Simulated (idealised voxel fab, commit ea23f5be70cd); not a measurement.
Process module under the name voxel wiring stack
FYI the section here is cut, 285 nm wide, cells are 5 nm squares.
How to read a cross-section here: the picture is a grid of square cells, written as bands going from the top down, and any band can span one or more rows of cells.
The entry gives the band's vertical extent as a top height and a bottom height in nm, then its horizontal make-up as materials from left to right, each with a width in nm. "empty" stands for empty space; a single material marked "full width" fills the band edge to edge.
Basically, 0 is our baseline, since under it the wafer straight out of the box is all one material. The bottom band has no lower end and keeps on going down, so it looks like "0 nm and below".
Width: "30..40" (first number = top row, second number = bottom row, same change from row to row of cells).
Given "no change" for a step, no cell of the cross-section differs between before and after that step.
Empty spaces counting at least 8 cells and having no open way to the top are listed in "Non-vented voids". The notation width x height at distance is used for each, the distance being from the left edge and all three values in nm.
after a step's settings: what the simulator itself notes on the step
A step's line can hold "overlay nm"; with a mask on that step, the setting says how far right of the planned place the mask lay, while a negative setting says it lay to the left.
PROCESS STEPS - PLAN
- 1: op RECEIVE | material Si
- 2: op CONFORMAL_DEP | material SiO2 | thk nm 15
- 3: op DIRECTIONAL_DEP | material TiN | thk nm 5
- 4: op DIRECTIONAL_DEP | material Ru | thk nm 15
- 5: op MASKED_ETCH | tone cover | mask id METAL_1 | width nm 20 | pitch nm 40 | etch materials Ru | depth nm 15 | overlay nm 0
- 6: op MASKED_ETCH | tone cover | mask id METAL_1 | width nm 20 | pitch nm 40 | etch materials TiN | depth nm 5 | overlay nm 0
- 7: op CONFORMAL_DEP | material SiN | thk nm 5
- 8: op FILL_DEP | material SiO2 | thk nm 5
- 9: op CMP | height nm 35
- 10: op CONFORMAL_DEP | material SiCN | thk nm 5
- 11: op DIRECTIONAL_DEP | material SiO2 | thk nm 30
- 12: op MASKED_ETCH | tone open | mask id METAL_2 | width nm 20 | pitch nm 40 | etch materials SiO2 | depth nm 20 | overlay nm 0
- 13: op MASKED_ETCH | tone open | mask id METAL_2_HOLES | width nm 15 | pitch nm 40 | etch materials SiO2 | depth nm 10 | overlay nm 0
- 14: op MASKED_ETCH | tone open | mask id METAL_2_HOLES | width nm 15 | pitch nm 40 | etch materials SiCN | depth nm 5 | overlay nm 0
- 15: op CONFORMAL_DEP | material TiN | thk nm 5
- 16: op FILL_DEP | material Ru | thk nm 10
- 17: op CMP | height nm 70
- 18: op CONFORMAL_DEP | material SiCN | thk nm 5
WAFER, FIRST OF TWO, RUN AS PLANNED
CROSS-SECTION OF THE WAFER AS IT CAME TO US, I.E., ALREADY THROUGH STEP 1
  0 nm and below | Si full width
  Non-vented voids: none
AFTER STEP 2: WAFER CROSS-SECTION
  15 nm to 0 nm | SiO2 full width
  At heights below 0, the structure remains unaltered.
AFTER STEP 3: WAFER CROSS-SECTION
  20 nm to 15 nm | TiN full width
  At heights below 15, the structure remains unaltered.
AFTER STEP 4: WAFER CROSS-SECTION
  35 nm to 20 nm | Ru full width
  At heights below 20, the structure remains unaltered.
AFTER STEP 5: WAFER CROSS-SECTION
  35 nm to 20 nm | empty 70, Ru 20, empty 20, Ru 20, empty 20, Ru 20, empty 20, Ru 20, empty 75
  At heights below 20, the structure remains unaltered.
AFTER STEP 6: WAFER CROSS-SECTION
  35 nm to 20 nm | empty 70, Ru 20, empty 20, Ru 20, empty 20, Ru 20, empty 20, Ru 20, empty 75
  20 nm to 15 nm | empty 70, TiN 20, empty 20, TiN 20, empty 20, TiN 20, empty 20, TiN 20, empty 75
  At heights below 15, the structure remains unaltered.
AFTER STEP 7: WAFER CROSS-SECTION
  40 nm to 35 nm | empty 65, SiN 30, empty 10, SiN 30, empty 10, SiN 30, empty 10, SiN 30, empty 70
  35 nm to 20 nm | empty 65, SiN 5, Ru 20, SiN 5, empty 10, SiN 5, Ru 20, SiN 5, empty 10, SiN 5, Ru 20, SiN 5, empty 10, SiN 5, Ru 20, SiN 5, empty 70
  20 nm to 15 nm | SiN 70, TiN 20, SiN 20, TiN 20, SiN 20, TiN 20, SiN 20, TiN 20, SiN 75
  At heights below 15, the structure remains unaltered.
AFTER STEP 8: WAFER CROSS-SECTION
  45 nm to 40 nm | SiO2 full width
  40 nm to 35 nm | SiO2 65, SiN 30, SiO2 10, SiN 30, SiO2 10, SiN 30, SiO2 10, SiN 30, SiO2 70
  35 nm to 20 nm | SiO2 65, SiN 5, Ru 20, SiN 5, SiO2 10, SiN 5, Ru 20, SiN 5, SiO2 10, SiN 5, Ru 20, SiN 5, SiO2 10, SiN 5, Ru 20, SiN 5, SiO2 70
  At heights below 20, the structure remains unaltered.
AFTER STEP 9: WAFER CROSS-SECTION
  35 nm to 20 nm | SiO2 65, SiN 5, Ru 20, SiN 5, SiO2 10, SiN 5, Ru 20, SiN 5, SiO2 10, SiN 5, Ru 20, SiN 5, SiO2 10, SiN 5, Ru 20, SiN 5, SiO2 70
  At heights below 20, the structure remains unaltered.
AFTER STEP 10: WAFER CROSS-SECTION
  40 nm to 35 nm | SiCN full width
  At heights below 35, the structure remains unaltered.
AFTER STEP 11: WAFER CROSS-SECTION
  70 nm to 40 nm | SiO2 full width
  At heights below 40, the structure remains unaltered.
AFTER STEP 12: WAFER CROSS-SECTION
  70 nm to 50 nm | SiO2 70, empty 20, SiO2 20, empty 20, SiO2 20, empty 20, SiO2 20, empty 20, SiO2 75
  At heights below 50, the structure remains unaltered.
AFTER STEP 13: WAFER CROSS-SECTION
  70 nm to 50 nm | SiO2 70, empty 20, SiO2 20, empty 20, SiO2 20, empty 20, SiO2 20, empty 20, SiO2 75
  50 nm to 40 nm | SiO2 70, empty 15, SiO2 25, empty 15, SiO2 25, empty 15, SiO2 25, empty 15, SiO2 80
  At heights below 40, the structure remains unaltered.
AFTER STEP 14: WAFER CROSS-SECTION
  70 nm to 50 nm | SiO2 70, empty 20, SiO2 20, empty 20, SiO2 20, empty 20, SiO2 20, empty 20, SiO2 75
  50 nm to 40 nm | SiO2 70, empty 15, SiO2 25, empty 15, SiO2 25, empty 15, SiO2 25, empty 15, SiO2 80
  40 nm to 35 nm | SiCN 70, empty 15, SiCN 25, empty 15, SiCN 25, empty 15, SiCN 25, empty 15, SiCN 80
  At heights below 35, the structure remains unaltered.
AFTER STEP 15: WAFER CROSS-SECTION
  75 nm to 70 nm | TiN 75, empty 10, TiN 30, empty 10, TiN 30, empty 10, TiN 30, empty 10, TiN 80
  70 nm to 55 nm | SiO2 70, TiN 5, empty 10, TiN 5, SiO2 20, TiN 5, empty 10, TiN 5, SiO2 20, TiN 5, empty 10, TiN 5, SiO2 20, TiN 5, empty 10, TiN 5, SiO2 75
  55 nm to 50 nm | SiO2 70, TiN 5, empty 5, TiN 10, SiO2 20, TiN 5, empty 5, TiN 10, SiO2 20, TiN 5, empty 5, TiN 10, SiO2 20, TiN 5, empty 5, TiN 10, SiO2 75
  50 nm to 40 nm | SiO2 70, TiN 5, empty 5, TiN 5, SiO2 25, TiN 5, empty 5, TiN 5, SiO2 25, TiN 5, empty 5, TiN 5, SiO2 25, TiN 5, empty 5, TiN 5, SiO2 80
  40 nm to 35 nm | SiCN 70, TiN 15, SiCN 25, TiN 15, SiCN 25, TiN 15, SiCN 25, TiN 15, SiCN 80
  At heights below 35, the structure remains unaltered.
AFTER STEP 16: WAFER CROSS-SECTION
  85 nm to 75 nm | Ru full width
  75 nm to 70 nm | TiN 75, Ru 10, TiN 30, Ru 10, TiN 30, Ru 10, TiN 30, Ru 10, TiN 80
  70 nm to 55 nm | SiO2 70, TiN 5, Ru 10, TiN 5, SiO2 20, TiN 5, Ru 10, TiN 5, SiO2 20, TiN 5, Ru 10, TiN 5, SiO2 20, TiN 5, Ru 10, TiN 5, SiO2 75
  55 nm to 50 nm | SiO2 70, TiN 5, Ru 5, TiN 10, SiO2 20, TiN 5, Ru 5, TiN 10, SiO2 20, TiN 5, Ru 5, TiN 10, SiO2 20, TiN 5, Ru 5, TiN 10, SiO2 75
  50 nm to 40 nm | SiO2 70, TiN 5, Ru 5, TiN 5, SiO2 25, TiN 5, Ru 5, TiN 5, SiO2 25, TiN 5, Ru 5, TiN 5, SiO2 25, TiN 5, Ru 5, TiN 5, SiO2 80
  At heights below 40, the structure remains unaltered.
AFTER STEP 17: WAFER CROSS-SECTION
  70 nm to 55 nm | SiO2 70, TiN 5, Ru 10, TiN 5, SiO2 20, TiN 5, Ru 10, TiN 5, SiO2 20, TiN 5, Ru 10, TiN 5, SiO2 20, TiN 5, Ru 10, TiN 5, SiO2 75
  At heights below 55, the structure remains unaltered.
AFTER STEP 18: WAFER CROSS-SECTION
  75 nm to 70 nm | SiCN full width
  At heights below 70, the structure remains unaltered.
THE SECOND WAFER: IDENTICAL TO THE FIRST AT THE OUTSET AND IN ITS PLANNED SEQUENCE, DIFFERING ONLY IN THAT ONE MISTAKE WAS MADE DURING PROCESSING; UP TO AND INCLUDING STEP 10, ITS PATH IS THE FIRST WAFER'S PATH
SECOND WAFER, CROSS-SECTION, PLANNED END OF STEP 11
  100 nm to 40 nm | SiO2 full width
  At heights below 40, the structure remains unaltered.
SECOND WAFER, CROSS-SECTION, PLANNED END OF STEP 12
  100 nm to 80 nm | SiO2 70, empty 20, SiO2 20, empty 20, SiO2 20, empty 20, SiO2 20, empty 20, SiO2 75
  At heights below 80, the structure remains unaltered.
SECOND WAFER, CROSS-SECTION, PLANNED END OF STEP 13
  100 nm to 80 nm | SiO2 70, empty 20, SiO2 20, empty 20, SiO2 20, empty 20, SiO2 20, empty 20, SiO2 75
  80 nm to 70 nm | SiO2 70, empty 15, SiO2 25, empty 15, SiO2 25, empty 15, SiO2 25, empty 15, SiO2 80
  At heights below 70, the structure remains unaltered.
Second wafer, cross-section, planned end of step 14: no change
SECOND WAFER, CROSS-SECTION, PLANNED END OF STEP 15
  105 nm to 100 nm | TiN 75, empty 10, TiN 30, empty 10, TiN 30, empty 10, TiN 30, empty 10, TiN 80
  100 nm to 85 nm | SiO2 70, TiN 5, empty 10, TiN 5, SiO2 20, TiN 5, empty 10, TiN 5, SiO2 20, TiN 5, empty 10, TiN 5, SiO2 20, TiN 5, empty 10, TiN 5, SiO2 75
  85 nm to 75 nm | SiO2 70, TiN 5, empty 5, TiN 10..5, SiO2 20..25, TiN 5, empty 5, TiN 10..5, SiO2 20..25, TiN 5, empty 5, TiN 10..5, SiO2 20..25, TiN 5, empty 5, TiN 10..5, SiO2 75..80
  75 nm to 70 nm | SiO2 70, TiN 15, SiO2 25, TiN 15, SiO2 25, TiN 15, SiO2 25, TiN 15, SiO2 80
  At heights below 70, the structure remains unaltered.
SECOND WAFER, CROSS-SECTION, PLANNED END OF STEP 16
  115 nm to 105 nm | Ru full width
  105 nm to 100 nm | TiN 75, Ru 10, TiN 30, Ru 10, TiN 30, Ru 10, TiN 30, Ru 10, TiN 80
  100 nm to 85 nm | SiO2 70, TiN 5, Ru 10, TiN 5, SiO2 20, TiN 5, Ru 10, TiN 5, SiO2 20, TiN 5, Ru 10, TiN 5, SiO2 20, TiN 5, Ru 10, TiN 5, SiO2 75
  85 nm to 75 nm | SiO2 70, TiN 5, Ru 5, TiN 10..5, SiO2 20..25, TiN 5, Ru 5, TiN 10..5, SiO2 20..25, TiN 5, Ru 5, TiN 10..5, SiO2 20..25, TiN 5, Ru 5, TiN 10..5, SiO2 75..80
  At heights below 75, the structure remains unaltered.
SECOND WAFER, CROSS-SECTION, PLANNED END OF STEP 17
  70 nm to 40 nm | SiO2 full width
  At heights below 40, the structure remains unaltered.
SECOND WAFER, CROSS-SECTION, PLANNED END OF STEP 18
  75 nm to 70 nm | SiCN full width
  At heights below 70, the structure remains unaltered.
Nonconformance to the process plan: yeah, plan step 11 got run twice
Final difference in cells, second wafer against first, listed per material as more or fewer: 36 fewer of Ru; 12 more of SiCN; 88 more of SiO2; 64 fewer of TiN
